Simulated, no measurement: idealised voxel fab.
The document below concerns the process module designated voxel ribs on slabs.
The width of the displayed cross-section, cut, is 180 nm; its cells are square, with a size of 5 nm.
Bands, listed from the top down, are how a cross-section gets written in this document; the cross-section itself is a grid of square cells, and a band is one or more rows of them. The entry gives the band's vertical extent as a top height and a bottom height in nm, then its horizontal make-up as materials from left to right, each with a width in nm. "empty" stands for empty space; a single material marked "all across" fills the band edge to edge. All heights in this document are referenced to 0, defined as the level beneath which the wafer, as received, consists entirely of one material. The lowest band is not bounded below; it extends indefinitely downward and is written in the form "top 0, no bottom". So if you see something like "30->40" for the width, read it as the top row of the band sitting at the first number and the bottom row at the second, with every row in between moving by the same amount as the last. A step reported as "nothing changed" is a step in which no cell of the cross-section changed. Voids not open to the top, 8 cells minimum: see "Trapped cavities". Written width x height at distance; distance is from the left edge; nm. Formally, on a step line, whatever follows the settings is a remark that the simulator itself makes on the step. overlay nm: mask right of planned place by this much (step with mask). Neg. = left.

### Process steps foreseen in the plan
1. RECEIVE (material Si)
2. DIRECTIONAL_DEP (material SiO2; thk nm 25)
3. DIRECTIONAL_DEP (material polySi; thk nm 15)
4. MASKED_ETCH (tone cover; mask id RIB; width nm 20; etch materials polySi; depth nm 10; overlay nm 0)
5. PATTERN (tone cover; mask id SLAB; material resist; width nm 80; thk nm 15; overlay nm 0)
6. DIRECTIONAL_ETCH (etch materials polySi; depth nm 5)
7. STRIP (etch materials resist)
8. FILL_DEP (material SiO2; thk nm 20)
9. CMP (height nm 50)
10. DIRECTIONAL_DEP (material W; thk nm 5)
11. PATTERN (tone cover; mask id HEATER; material resist; width nm 30; thk nm 20; overlay nm 0)
12. DIRECTIONAL_ETCH (etch materials W; depth nm 5)
13. STRIP (etch materials resist)
14. CONFORMAL_DEP (material SiN; thk nm 10)

### Below: the first of two wafers, run as planned

### Incoming wafer in cross-section (state: after step 1)
  top 0, no bottom: Si all across
  Trapped cavities: none

### Cross-sectional representation of the wafer at the conclusion of step 2
  top 25, bottom 0: SiO2 all across
  Everything below 0 is unchanged.

### Cross-sectional representation of the wafer at the conclusion of step 3
  top 40, bottom 25: polySi all across
  Everything below 25 is unchanged.

### Cross-sectional representation of the wafer at the conclusion of step 4
  top 40, bottom 30: empty 80; polySi 20; empty 80
  Everything below 30 is unchanged.

### Cross-sectional representation of the wafer at the conclusion of step 5
  top 55, bottom 40: empty 50; resist 80; empty 50
  top 40, bottom 30: empty 50; resist 30; polySi 20; resist 30; empty 50
  Everything below 30 is unchanged.

### Cross-sectional representation of the wafer at the conclusion of step 6
  top 55, bottom 40: empty 50; resist 80; empty 50
  top 40, bottom 30: empty 50; resist 30; polySi 20; resist 30; empty 50
  top 30, bottom 25: empty 50; polySi 80; empty 50
  Everything below 25 is unchanged.

### Cross-sectional representation of the wafer at the conclusion of step 7
  top 40, bottom 30: empty 80; polySi 20; empty 80
  Everything below 30 is unchanged.

### Cross-sectional representation of the wafer at the conclusion of step 8
  top 60, bottom 40: SiO2 all across
  top 40, bottom 30: SiO2 80; polySi 20; SiO2 80
  top 30, bottom 25: SiO2 50; polySi 80; SiO2 50
  Everything below 25 is unchanged.

### Cross-sectional representation of the wafer at the conclusion of step 9
  top 50, bottom 40: SiO2 all across
  Everything below 40 is unchanged.

### Cross-sectional representation of the wafer at the conclusion of step 10
  top 55, bottom 50: W all across
  Everything below 50 is unchanged.

### Cross-sectional representation of the wafer at the conclusion of step 11
  top 75, bottom 55: empty 75; resist 30; empty 75
  Everything below 55 is unchanged.

### Cross-sectional representation of the wafer at the conclusion of step 12
  top 75, bottom 55: empty 75; resist 30; empty 75
  top 55, bottom 50: empty 75; W 30; empty 75
  Everything below 50 is unchanged.

### Cross-sectional representation of the wafer at the conclusion of step 13
  top 55, bottom 50: empty 75; W 30; empty 75
  Everything below 50 is unchanged.

### Cross-sectional representation of the wafer at the conclusion of step 14
  top 65, bottom 60: empty 65; SiN 50; empty 65
  top 60, bottom 55: SiN all across
  top 55, bottom 50: SiN 75; W 30; SiN 75
  Everything below 50 is unchanged.

### Second of two: same start, same plan, one run error; steps up to and including 13 match the first

### Second wafer, cross-section, planned end of step 14
  top 65, bottom 60: empty 65; W 50; empty 65
  top 60, bottom 50: W all across
  Everything below 50 is unchanged.
Nonconformance to the process plan: step 14 did not happen as planned, as run it was CONFORMAL_DEP (material W; thk nm 10)
at the end the second wafer has, in cells: SiN: 76 fewer, W: 76 more
